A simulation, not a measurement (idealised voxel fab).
process module | voxel transistor to metal
cross-section cut | 240 nm wide | cells 5 nm
A cross-section is a grid of square cells, given in bands from the top down. A band is one or more rows of cells.
Each band's line starts with the height of the band's top and of its bottom, in nm. Then come its materials from left to right, each with its width in nm. One material with "throughout" fills the band from edge to edge. "air" is empty space.
Height 0 is the level under which the wafer as received is all one material. The lowest band goes on downwards, as in "0 down".
A width such as "30 to 40" changes by the same amount from each row of cells to the next, from the band's top row to its bottom row.
"no change" after a step means that no cell of the cross-section changed.
closed voids: empty space of 8 cells or more with no open way to the top, each as width x height at its distance from the left edge, in nm
after a step's settings: what the simulator itself notes on the step
overlay nm, on a step with a mask: how far to the right of its planned place the mask lay; to the left if negative
plan
1 op RECEIVE | material Si
2 op CONFORMAL_DEP | material SiO2 | thk nm 5
3 op CONFORMAL_DEP | material SiN | thk nm 15
4 op PATTERN | tone cover | mask id ACTIVE | material resist | width nm 95 | pitch nm 115 | thk nm 15 | overlay nm 0
5 op DIRECTIONAL_ETCH | etch materials SiN | depth nm 15
6 op DIRECTIONAL_ETCH | etch materials SiO2 | depth nm 5
7 op DIRECTIONAL_ETCH | etch materials Si | depth nm 35
8 op STRIP | etch materials resist
9 op OXIDIZE | depth nm 5
10 op FILL_DEP | material SiO2 | thk nm 5
11 op CMP | height nm 20
12 op SELECTIVE_ETCH | etch materials SiO2 | depth nm 10
13 op STRIP | etch materials SiN
14 op SELECTIVE_ETCH | etch materials SiO2 | depth nm 5
15 op OXIDIZE | depth nm 5
16 op DIRECTIONAL_DEP | material polySi | thk nm 20
17 op DIRECTIONAL_DEP | material SiCN | thk nm 15
18 op DIRECTIONAL_DEP | material aC | thk nm 15
19 op PATTERN | tone cover | mask id GATE | material resist | width nm 15 | pitch nm 115 | thk nm 30 | overlay nm 0
20 op DIRECTIONAL_ETCH | etch materials aC | depth nm 15
21 op STRIP | etch materials resist
22 op DIRECTIONAL_ETCH | etch materials SiCN | depth nm 25
23 op DIRECTIONAL_ETCH | etch materials polySi | depth nm 30
24 op STRIP | etch materials aC
25 op CONFORMAL_DEP | material SiN | thk nm 10
26 op DIRECTIONAL_ETCH | etch materials SiN | depth nm 10
27 op DIRECTIONAL_ETCH | etch materials SiO2 | depth nm 5
28 op DIRECTIONAL_ETCH | etch materials Si | depth nm 10
29 op EPI | material pSi | thk nm 10
30 op FILL_DEP | material SiO2 | thk nm 10
31 op CMP | height nm 35
32 op DIRECTIONAL_DEP | material SiO2 | thk nm 10
33 op PATTERN | tone open | mask id CONTACT | material resist | width nm 30 | thk nm 15 | overlay nm 0
34 op DIRECTIONAL_ETCH | etch materials SiO2 | depth nm 50
35 op STRIP | etch materials resist
36 op CONFORMAL_DEP | material TiN | thk nm 5
37 op FILL_DEP | material Ru | thk nm 5
38 op CMP | height nm 45
39 op DIRECTIONAL_DEP | material TiN | thk nm 5
40 op DIRECTIONAL_DEP | material W | thk nm 15
41 op MASKED_ETCH | tone cover | mask id METAL_1 | width nm 15 | etch materials W | depth nm 15 | overlay nm 0
42 op MASKED_ETCH | tone cover | mask id METAL_1 | width nm 15 | etch materials TiN | depth nm 5 | overlay nm 0
43 op FILL_DEP | material SiO2 | thk nm 5
44 op CMP | height nm 65
45 op CONFORMAL_DEP | material SiN | thk nm 5
first wafer, as planned
as received, after step 1
  0 down: Si throughout
  closed voids: none
after step 2
  5 to 0: SiO2 throughout
  below 0: unchanged
after step 3
  20 to 5: SiN throughout
  below 5: unchanged
after step 4
  35 to 20: air 15 | resist 95 | air 20 | resist 95 | air 15
  below 20: unchanged
after step 5
  35 to 20: air 15 | resist 95 | air 20 | resist 95 | air 15
  20 to 5: air 15 | SiN 95 | air 20 | SiN 95 | air 15
  below 5: unchanged
after step 6
  35 to 20: air 15 | resist 95 | air 20 | resist 95 | air 15
  20 to 5: air 15 | SiN 95 | air 20 | SiN 95 | air 15
  5 to 0: air 15 | SiO2 95 | air 20 | SiO2 95 | air 15
  below 0: unchanged
after step 7
  35 to 20: air 15 | resist 95 | air 20 | resist 95 | air 15
  20 to 5: air 15 | SiN 95 | air 20 | SiN 95 | air 15
  5 to 0: air 15 | SiO2 95 | air 20 | SiO2 95 | air 15
  0 to -35: air 15 | Si 95 | air 20 | Si 95 | air 15
  below -35: unchanged
after step 8
  20 to 5: air 15 | SiN 95 | air 20 | SiN 95 | air 15
  below 5: unchanged
after step 9
  20 to 5: air 15 | SiN 95 | air 20 | SiN 95 | air 15
  5 to 0: air 15 | SiO2 95 | air 20 | SiO2 95 | air 15
  0 to -35: air 15 | SiO2 5 | Si 85 | SiO2 5 | air 20 | SiO2 5 | Si 85 | SiO2 5 | air 15
  -35 to -40: SiO2 20 | Si 85 | SiO2 30 | Si 85 | SiO2 20
  below -40: unchanged
after step 10
  25 to 20: SiO2 throughout
  20 to 5: SiO2 15 | SiN 95 | SiO2 20 | SiN 95 | SiO2 15
  5 to 0: SiO2 throughout
  0 to -40: SiO2 20 | Si 85 | SiO2 30 | Si 85 | SiO2 20
  below -40: unchanged
after step 11
  20 to 5: SiO2 15 | SiN 95 | SiO2 20 | SiN 95 | SiO2 15
  below 5: unchanged
after step 12
  20 to 10: air 15 | SiN 95 | air 20 | SiN 95 | air 15
  below 10: unchanged
after step 13
  10 to 5: SiO2 15 | air 95 | SiO2 20 | air 95 | SiO2 15
  below 5: unchanged
after step 14
  5 to 0: SiO2 10 | air 105 | SiO2 10 | air 105 | SiO2 10
  below 0: unchanged
after step 15
  5 to 0: SiO2 10 | air 105 | SiO2 10 | air 105 | SiO2 10
  0 to -5: SiO2 throughout
  below -5: unchanged
after step 16
  25 to 20: polySi 10 | air 105 | polySi 10 | air 105 | polySi 10
  20 to 5: polySi throughout
  5 to 0: SiO2 10 | polySi 105 | SiO2 10 | polySi 105 | SiO2 10
  below 0: unchanged
after step 17
  40 to 35: SiCN 10 | air 105 | SiCN 10 | air 105 | SiCN 10
  35 to 25: SiCN throughout
  25 to 20: polySi 10 | SiCN 105 | polySi 10 | SiCN 105 | polySi 10
  below 20: unchanged
after step 18
  55 to 50: aC 10 | air 105 | aC 10 | air 105 | aC 10
  50 to 40: aC throughout
  40 to 35: SiCN 10 | aC 105 | SiCN 10 | aC 105 | SiCN 10
  below 35: unchanged
after step 19
  85 to 55: air 55 | resist 15 | air 100 | resist 15 | air 55
  55 to 50: aC 10 | air 45 | resist 15 | air 45 | aC 10 | air 45 | resist 15 | air 45 | aC 10
  below 50: unchanged
after step 20
  70 to 50: air 55 | resist 15 | air 100 | resist 15 | air 55
  50 to 40: air 55 | aC 15 | air 100 | aC 15 | air 55
  40 to 35: SiCN 10 | air 45 | aC 15 | air 45 | SiCN 10 | air 45 | aC 15 | air 45 | SiCN 10
  below 35: unchanged
after step 21
  50 to 40: air 55 | aC 15 | air 100 | aC 15 | air 55
  below 40: unchanged
after step 22
  50 to 35: air 55 | aC 15 | air 100 | aC 15 | air 55
  35 to 25: air 55 | SiCN 15 | air 100 | SiCN 15 | air 55
  25 to 20: polySi 10 | air 45 | SiCN 15 | air 45 | polySi 10 | air 45 | SiCN 15 | air 45 | polySi 10
  below 20: unchanged
after step 23
  50 to 35: air 55 | aC 15 | air 100 | aC 15 | air 55
  35 to 20: air 55 | SiCN 15 | air 100 | SiCN 15 | air 55
  20 to 5: air 55 | polySi 15 | air 100 | polySi 15 | air 55
  5 to 0: SiO2 10 | air 45 | polySi 15 | air 45 | SiO2 10 | air 45 | polySi 15 | air 45 | SiO2 10
  below 0: unchanged
after step 24
  35 to 20: air 55 | SiCN 15 | air 100 | SiCN 15 | air 55
  below 20: unchanged
after step 25
  45 to 35: air 45 | SiN 35 | air 80 | SiN 35 | air 45
  35 to 20: air 45 | SiN 10 | SiCN 15 | SiN 10 | air 80 | SiN 10 | SiCN 15 | SiN 10 | air 45
  20 to 15: air 45 | SiN 10 | polySi 15 | SiN 10 | air 80 | SiN 10 | polySi 15 | SiN 10 | air 45
  15 to 10: SiN 20 | air 25 | SiN 10 | polySi 15 | SiN 10 | air 25 | SiN 30 | air 25 | SiN 10 | polySi 15 | SiN 10 | air 25 | SiN 20
  10 to 5: SiN 55 | polySi 15 | SiN 100 | polySi 15 | SiN 55
  5 to 0: SiO2 10 | SiN 45 | polySi 15 | SiN 45 | SiO2 10 | SiN 45 | polySi 15 | SiN 45 | SiO2 10
  below 0: unchanged
after step 26
  35 to 20: air 45 | SiN 10 | SiCN 15 | SiN 10 | air 80 | SiN 10 | SiCN 15 | SiN 10 | air 45
  20 to 5: air 45 | SiN 10 | polySi 15 | SiN 10 | air 80 | SiN 10 | polySi 15 | SiN 10 | air 45
  5 to 0: SiO2 10 | SiN 10 | air 25 | SiN 10 | polySi 15 | SiN 10 | air 25 | SiN 10 | SiO2 10 | SiN 10 | air 25 | SiN 10 | polySi 15 | SiN 10 | air 25 | SiN 10 | SiO2 10
  below 0: unchanged
after step 27
  35 to 20: air 45 | SiN 10 | SiCN 15 | SiN 10 | air 80 | SiN 10 | SiCN 15 | SiN 10 | air 45
  20 to 5: air 45 | SiN 10 | polySi 15 | SiN 10 | air 80 | SiN 10 | polySi 15 | SiN 10 | air 45
  5 to 0: air 10 | SiN 10 | air 25 | SiN 10 | polySi 15 | SiN 10 | air 25 | SiN 10 | air 10 | SiN 10 | air 25 | SiN 10 | polySi 15 | SiN 10 | air 25 | SiN 10 | air 10
  0 to -5: SiO2 20 | air 25 | SiO2 35 | air 25 | SiO2 30 | air 25 | SiO2 35 | air 25 | SiO2 20
  below -5: unchanged
after step 28
  35 to 20: air 45 | SiN 10 | SiCN 15 | SiN 10 | air 80 | SiN 10 | SiCN 15 | SiN 10 | air 45
  20 to 5: air 45 | SiN 10 | polySi 15 | SiN 10 | air 80 | SiN 10 | polySi 15 | SiN 10 | air 45
  5 to 0: air 10 | SiN 10 | air 25 | SiN 10 | polySi 15 | SiN 10 | air 25 | SiN 10 | air 10 | SiN 10 | air 25 | SiN 10 | polySi 15 | SiN 10 | air 25 | SiN 10 | air 10
  0 to -5: SiO2 20 | air 25 | SiO2 35 | air 25 | SiO2 30 | air 25 | SiO2 35 | air 25 | SiO2 20
  -5 to -15: SiO2 20 | air 25 | Si 35 | air 25 | SiO2 30 | air 25 | Si 35 | air 25 | SiO2 20
  below -15: unchanged
after step 29
  35 to 20: air 45 | SiN 10 | SiCN 15 | SiN 10 | air 80 | SiN 10 | SiCN 15 | SiN 10 | air 45
  20 to 5: air 45 | SiN 10 | polySi 15 | SiN 10 | air 80 | SiN 10 | polySi 15 | SiN 10 | air 45
  5 to 0: air 10 | SiN 10 | air 15 | pSi 10 | SiN 10 | polySi 15 | SiN 10 | pSi 10 | air 15 | SiN 10 | air 10 | SiN 10 | air 15 | pSi 10 | SiN 10 | polySi 15 | SiN 10 | pSi 10 | air 15 | SiN 10 | air 10
  0 to -5: SiO2 20 | air 15 | pSi 10 | SiO2 35 | pSi 10 | air 15 | SiO2 30 | air 15 | pSi 10 | SiO2 35 | pSi 10 | air 15 | SiO2 20
  -5 to -15: SiO2 20 | pSi 25 | Si 35 | pSi 25 | SiO2 30 | pSi 25 | Si 35 | pSi 25 | SiO2 20
  below -15: unchanged
after step 30
  45 to 35: SiO2 throughout
  35 to 20: SiO2 45 | SiN 10 | SiCN 15 | SiN 10 | SiO2 80 | SiN 10 | SiCN 15 | SiN 10 | SiO2 45
  20 to 5: SiO2 45 | SiN 10 | polySi 15 | SiN 10 | SiO2 80 | SiN 10 | polySi 15 | SiN 10 | SiO2 45
  5 to 0: SiO2 10 | SiN 10 | SiO2 15 | pSi 10 | SiN 10 | polySi 15 | SiN 10 | pSi 10 | SiO2 15 | SiN 10 | SiO2 10 | SiN 10 | SiO2 15 | pSi 10 | SiN 10 | polySi 15 | SiN 10 | pSi 10 | SiO2 15 | SiN 10 | SiO2 10
  0 to -5: SiO2 35 | pSi 10 | SiO2 35 | pSi 10 | SiO2 60 | pSi 10 | SiO2 35 | pSi 10 | SiO2 35
  below -5: unchanged
after step 31
  35 to 20: SiO2 45 | SiN 10 | SiCN 15 | SiN 10 | SiO2 80 | SiN 10 | SiCN 15 | SiN 10 | SiO2 45
  below 20: unchanged
after step 32
  45 to 35: SiO2 throughout
  below 35: unchanged
after step 33
  60 to 45: resist 20 | air 30 | resist 25 | air 30 | resist 30 | air 30 | resist 25 | air 30 | resist 20
  below 45: unchanged
after step 34
  60 to 45: resist 20 | air 30 | resist 25 | air 30 | resist 30 | air 30 | resist 25 | air 30 | resist 20
  45 to 35: SiO2 20 | air 30 | SiO2 25 | air 30 | SiO2 30 | air 30 | SiO2 25 | air 30 | SiO2 20
  35 to 20: SiO2 20 | air 25 | SiN 10 | SiCN 15 | SiN 10 | air 25 | SiO2 30 | air 25 | SiN 10 | SiCN 15 | SiN 10 | air 25 | SiO2 20
  20 to 5: SiO2 20 | air 25 | SiN 10 | polySi 15 | SiN 10 | air 25 | SiO2 30 | air 25 | SiN 10 | polySi 15 | SiN 10 | air 25 | SiO2 20
  5 to 0: SiO2 10 | SiN 10 | air 15 | pSi 10 | SiN 10 | polySi 15 | SiN 10 | pSi 10 | air 15 | SiN 10 | SiO2 10 | SiN 10 | air 15 | pSi 10 | SiN 10 | polySi 15 | SiN 10 | pSi 10 | air 15 | SiN 10 | SiO2 10
  0 to -5: SiO2 20 | air 15 | pSi 10 | SiO2 35 | pSi 10 | air 15 | SiO2 30 | air 15 | pSi 10 | SiO2 35 | pSi 10 | air 15 | SiO2 20
  below -5: unchanged
after step 35
  45 to 35: SiO2 20 | air 30 | SiO2 25 | air 30 | SiO2 30 | air 30 | SiO2 25 | air 30 | SiO2 20
  below 35: unchanged
after step 36
  50 to 45: TiN 25 | air 20 | TiN 35 | air 20 | TiN 40 | air 20 | TiN 35 | air 20 | TiN 25
  45 to 35: SiO2 20 | TiN 5 | air 20 to 15 | TiN 5 to 10 | SiO2 25 | TiN 5 to 10 | air 20 to 15 | TiN 5 | SiO2 30 | TiN 5 | air 20 to 15 | TiN 5 to 10 | SiO2 25 | TiN 5 to 10 | air 20 to 15 | TiN 5 | SiO2 20
  35 to 20: SiO2 20 | TiN 5 | air 15 | TiN 5 | SiN 10 | SiCN 15 | SiN 10 | TiN 5 | air 15 | TiN 5 | SiO2 30 | TiN 5 | air 15 | TiN 5 | SiN 10 | SiCN 15 | SiN 10 | TiN 5 | air 15 | TiN 5 | SiO2 20
  20 to 10: SiO2 20 | TiN 5 | air 15 | TiN 5 | SiN 10 | polySi 15 | SiN 10 | TiN 5 | air 15 | TiN 5 | SiO2 30 | TiN 5 | air 15 | TiN 5 | SiN 10 | polySi 15 | SiN 10 | TiN 5 | air 15 | TiN 5 | SiO2 20
  10 to 5: SiO2 20 | TiN 5 | air 5 | TiN 15 | SiN 10 | polySi 15 | SiN 10 | TiN 15 | air 5 | TiN 5 | SiO2 30 | TiN 5 | air 5 | TiN 15 | SiN 10 | polySi 15 | SiN 10 | TiN 15 | air 5 | TiN 5 | SiO2 20
  5 to 0: SiO2 10 | SiN 10 | TiN 5 | air 5 | TiN 5 | pSi 10 | SiN 10 | polySi 15 | SiN 10 | pSi 10 | TiN 5 | air 5 | TiN 5 | SiN 10 | SiO2 10 | SiN 10 | TiN 5 | air 5 | TiN 5 | pSi 10 | SiN 10 | polySi 15 | SiN 10 | pSi 10 | TiN 5 | air 5 | TiN 5 | SiN 10 | SiO2 10
  0 to -5: SiO2 20 | TiN 15 | pSi 10 | SiO2 35 | pSi 10 | TiN 15 | SiO2 30 | TiN 15 | pSi 10 | SiO2 35 | pSi 10 | TiN 15 | SiO2 20
  below -5: unchanged
after step 37
  55 to 50: Ru throughout
  50 to 45: TiN 25 | Ru 20 | TiN 35 | Ru 20 | TiN 40 | Ru 20 | TiN 35 | Ru 20 | TiN 25
  45 to 35: SiO2 20 | TiN 5 | Ru 20 to 15 | TiN 5 to 10 | SiO2 25 | TiN 5 to 10 | Ru 20 to 15 | TiN 5 | SiO2 30 | TiN 5 | Ru 20 to 15 | TiN 5 to 10 | SiO2 25 | TiN 5 to 10 | Ru 20 to 15 | TiN 5 | SiO2 20
  35 to 20: SiO2 20 | TiN 5 | Ru 15 | TiN 5 | SiN 10 | SiCN 15 | SiN 10 | TiN 5 | Ru 15 | TiN 5 | SiO2 30 | TiN 5 | Ru 15 | TiN 5 | SiN 10 | SiCN 15 | SiN 10 | TiN 5 | Ru 15 | TiN 5 | SiO2 20
  20 to 10: SiO2 20 | TiN 5 | Ru 15 | TiN 5 | SiN 10 | polySi 15 | SiN 10 | TiN 5 | Ru 15 | TiN 5 | SiO2 30 | TiN 5 | Ru 15 | TiN 5 | SiN 10 | polySi 15 | SiN 10 | TiN 5 | Ru 15 | TiN 5 | SiO2 20
  10 to 5: SiO2 20 | TiN 5 | Ru 5 | TiN 15 | SiN 10 | polySi 15 | SiN 10 | TiN 15 | Ru 5 | TiN 5 | SiO2 30 | TiN 5 | Ru 5 | TiN 15 | SiN 10 | polySi 15 | SiN 10 | TiN 15 | Ru 5 | TiN 5 | SiO2 20
  5 to 0: SiO2 10 | SiN 10 | TiN 5 | Ru 5 | TiN 5 | pSi 10 | SiN 10 | polySi 15 | SiN 10 | pSi 10 | TiN 5 | Ru 5 | TiN 5 | SiN 10 | SiO2 10 | SiN 10 | TiN 5 | Ru 5 | TiN 5 | pSi 10 | SiN 10 | polySi 15 | SiN 10 | pSi 10 | TiN 5 | Ru 5 | TiN 5 | SiN 10 | SiO2 10
  below 0: unchanged
after step 38
  45 to 35: SiO2 20 | TiN 5 | Ru 20 to 15 | TiN 5 to 10 | SiO2 25 | TiN 5 to 10 | Ru 20 to 15 | TiN 5 | SiO2 30 | TiN 5 | Ru 20 to 15 | TiN 5 to 10 | SiO2 25 | TiN 5 to 10 | Ru 20 to 15 | TiN 5 | SiO2 20
  below 35: unchanged
after step 39
  50 to 45: TiN throughout
  below 45: unchanged
after step 40
  65 to 50: W throughout
  below 50: unchanged
after step 41
  65 to 50: air 20 | W 15 | air 55 | W 15 | air 30 | W 15 | air 55 | W 15 | air 20
  below 50: unchanged
after step 42
  65 to 50: air 20 | W 15 | air 55 | W 15 | air 30 | W 15 | air 55 | W 15 | air 20
  50 to 45: air 20 | TiN 15 | air 55 | TiN 15 | air 30 | TiN 15 | air 55 | TiN 15 | air 20
  below 45: unchanged
after step 43
  70 to 65: SiO2 throughout
  65 to 50: SiO2 20 | W 15 | SiO2 55 | W 15 | SiO2 30 | W 15 | SiO2 55 | W 15 | SiO2 20
  50 to 45: SiO2 20 | TiN 15 | SiO2 55 | TiN 15 | SiO2 30 | TiN 15 | SiO2 55 | TiN 15 | SiO2 20
  below 45: unchanged
after step 44
  65 to 50: SiO2 20 | W 15 | SiO2 55 | W 15 | SiO2 30 | W 15 | SiO2 55 | W 15 | SiO2 20
  below 50: unchanged
after step 45
  70 to 65: SiN throughout
  below 65: unchanged
second wafer: like start, like plan, one mistake. Through step 32 it matches the first wafer
when step 33 should have ended
  60 to 45: air 20 | resist 30 | air 25 | resist 30 | air 30 | resist 30 | air 25 | resist 30 | air 20
  below 45: unchanged
when step 34 should have ended
  60 to 45: air 20 | resist 30 | air 25 | resist 30 | air 30 | resist 30 | air 25 | resist 30 | air 20
  45 to 35: air 20 | SiO2 30 | air 25 | SiO2 30 | air 30 | SiO2 30 | air 25 | SiO2 30 | air 20
  35 to 20: air 20 | SiO2 25 | SiN 10 | SiCN 15 | SiN 10 | SiO2 25 | air 30 | SiO2 25 | SiN 10 | SiCN 15 | SiN 10 | SiO2 25 | air 20
  20 to 5: air 20 | SiO2 25 | SiN 10 | polySi 15 | SiN 10 | SiO2 25 | air 30 | SiO2 25 | SiN 10 | polySi 15 | SiN 10 | SiO2 25 | air 20
  5 to 0: air 10 | SiN 10 | SiO2 15 | pSi 10 | SiN 10 | polySi 15 | SiN 10 | pSi 10 | SiO2 15 | SiN 10 | air 10 | SiN 10 | SiO2 15 | pSi 10 | SiN 10 | polySi 15 | SiN 10 | pSi 10 | SiO2 15 | SiN 10 | air 10
  0 to -5: air 10 | SiO2 25 | pSi 10 | SiO2 35 | pSi 10 | SiO2 25 | air 10 | SiO2 25 | pSi 10 | SiO2 35 | pSi 10 | SiO2 25 | air 10
  below -5: unchanged
when step 35 should have ended
  45 to 35: air 20 | SiO2 30 | air 25 | SiO2 30 | air 30 | SiO2 30 | air 25 | SiO2 30 | air 20
  below 35: unchanged
when step 36 should have ended
  50 to 45: air 15 | TiN 40 | air 15 | TiN 40 | air 20 | TiN 40 | air 15 | TiN 40 | air 15
  45 to 40: air 15 | TiN 5 | SiO2 30 | TiN 5 | air 15 | TiN 5 | SiO2 30 | TiN 5 | air 20 | TiN 5 | SiO2 30 | TiN 5 | air 15 | TiN 5 | SiO2 30 | TiN 5 | air 15
  40 to 35: air 15 | TiN 5 | SiO2 30 | TiN 25 | SiO2 30 | TiN 5 | air 20 | TiN 5 | SiO2 30 | TiN 25 | SiO2 30 | TiN 5 | air 15
  35 to 20: air 15 | TiN 5 | SiO2 25 | SiN 10 | SiCN 15 | SiN 10 | SiO2 25 | TiN 5 | air 20 | TiN 5 | SiO2 25 | SiN 10 | SiCN 15 | SiN 10 | SiO2 25 | TiN 5 | air 15
  20 to 10: air 15 | TiN 5 | SiO2 25 | SiN 10 | polySi 15 | SiN 10 | SiO2 25 | TiN 5 | air 20 | TiN 5 | SiO2 25 | SiN 10 | polySi 15 | SiN 10 | SiO2 25 | TiN 5 | air 15
  10 to 5: air 5 | TiN 15 | SiO2 25 | SiN 10 | polySi 15 | SiN 10 | SiO2 25 | TiN 30 | SiO2 25 | SiN 10 | polySi 15 | SiN 10 | SiO2 25 | TiN 15 | air 5
  5 to 0: air 5 | TiN 5 | SiN 10 | SiO2 15 | pSi 10 | SiN 10 | polySi 15 | SiN 10 | pSi 10 | SiO2 15 | SiN 10 | TiN 10 | SiN 10 | SiO2 15 | pSi 10 | SiN 10 | polySi 15 | SiN 10 | pSi 10 | SiO2 15 | SiN 10 | TiN 5 | air 5
  0 to -5: TiN 10 | SiO2 25 | pSi 10 | SiO2 35 | pSi 10 | SiO2 25 | TiN 10 | SiO2 25 | pSi 10 | SiO2 35 | pSi 10 | SiO2 25 | TiN 10
  below -5: unchanged
when step 37 should have ended
  55 to 50: Ru throughout
  50 to 45: Ru 15 | TiN 40 | Ru 15 | TiN 40 | Ru 20 | TiN 40 | Ru 15 | TiN 40 | Ru 15
  45 to 40: Ru 15 | TiN 5 | SiO2 30 | TiN 5 | Ru 15 | TiN 5 | SiO2 30 | TiN 5 | Ru 20 | TiN 5 | SiO2 30 | TiN 5 | Ru 15 | TiN 5 | SiO2 30 | TiN 5 | Ru 15
  40 to 35: Ru 15 | TiN 5 | SiO2 30 | TiN 25 | SiO2 30 | TiN 5 | Ru 20 | TiN 5 | SiO2 30 | TiN 25 | SiO2 30 | TiN 5 | Ru 15
  35 to 20: Ru 15 | TiN 5 | SiO2 25 | SiN 10 | SiCN 15 | SiN 10 | SiO2 25 | TiN 5 | Ru 20 | TiN 5 | SiO2 25 | SiN 10 | SiCN 15 | SiN 10 | SiO2 25 | TiN 5 | Ru 15
  20 to 10: Ru 15 | TiN 5 | SiO2 25 | SiN 10 | polySi 15 | SiN 10 | SiO2 25 | TiN 5 | Ru 20 | TiN 5 | SiO2 25 | SiN 10 | polySi 15 | SiN 10 | SiO2 25 | TiN 5 | Ru 15
  10 to 5: Ru 5 | TiN 15 | SiO2 25 | SiN 10 | polySi 15 | SiN 10 | SiO2 25 | TiN 30 | SiO2 25 | SiN 10 | polySi 15 | SiN 10 | SiO2 25 | TiN 15 | Ru 5
  5 to 0: Ru 5 | TiN 5 | SiN 10 | SiO2 15 | pSi 10 | SiN 10 | polySi 15 | SiN 10 | pSi 10 | SiO2 15 | SiN 10 | TiN 10 | SiN 10 | SiO2 15 | pSi 10 | SiN 10 | polySi 15 | SiN 10 | pSi 10 | SiO2 15 | SiN 10 | TiN 5 | Ru 5
  below 0: unchanged
when step 38 should have ended
  45 to 40: Ru 15 | TiN 5 | SiO2 30 | TiN 5 | Ru 15 | TiN 5 | SiO2 30 | TiN 5 | Ru 20 | TiN 5 | SiO2 30 | TiN 5 | Ru 15 | TiN 5 | SiO2 30 | TiN 5 | Ru 15
  below 40: unchanged
when step 39 should have ended
  50 to 45: TiN throughout
  below 45: unchanged
when step 40 should have ended
  65 to 50: W throughout
  below 50: unchanged
when step 41 should have ended
  65 to 50: air 20 | W 15 | air 55 | W 15 | air 30 | W 15 | air 55 | W 15 | air 20
  below 50: unchanged
when step 42 should have ended
  65 to 50: air 20 | W 15 | air 55 | W 15 | air 30 | W 15 | air 55 | W 15 | air 20
  50 to 45: air 20 | TiN 15 | air 55 | TiN 15 | air 30 | TiN 15 | air 55 | TiN 15 | air 20
  below 45: unchanged
when step 43 should have ended
  70 to 65: SiO2 throughout
  65 to 50: SiO2 20 | W 15 | SiO2 55 | W 15 | SiO2 30 | W 15 | SiO2 55 | W 15 | SiO2 20
  50 to 45: SiO2 20 | TiN 15 | SiO2 55 | TiN 15 | SiO2 30 | TiN 15 | SiO2 55 | TiN 15 | SiO2 20
  below 45: unchanged
when step 44 should have ended
  65 to 50: SiO2 20 | W 15 | SiO2 55 | W 15 | SiO2 30 | W 15 | SiO2 55 | W 15 | SiO2 20
  below 50: unchanged
when step 45 should have ended
  70 to 65: SiN throughout
  below 65: unchanged
what went wrong: step 33 ran as: op PATTERN | tone cover | mask id CONTACT | material resist | width nm 30 | thk nm 15 | overlay nm 0
at the end the second wafer has, in cells: 16 fewer of Ru | 48 more of SiO2 | 32 fewer of TiN
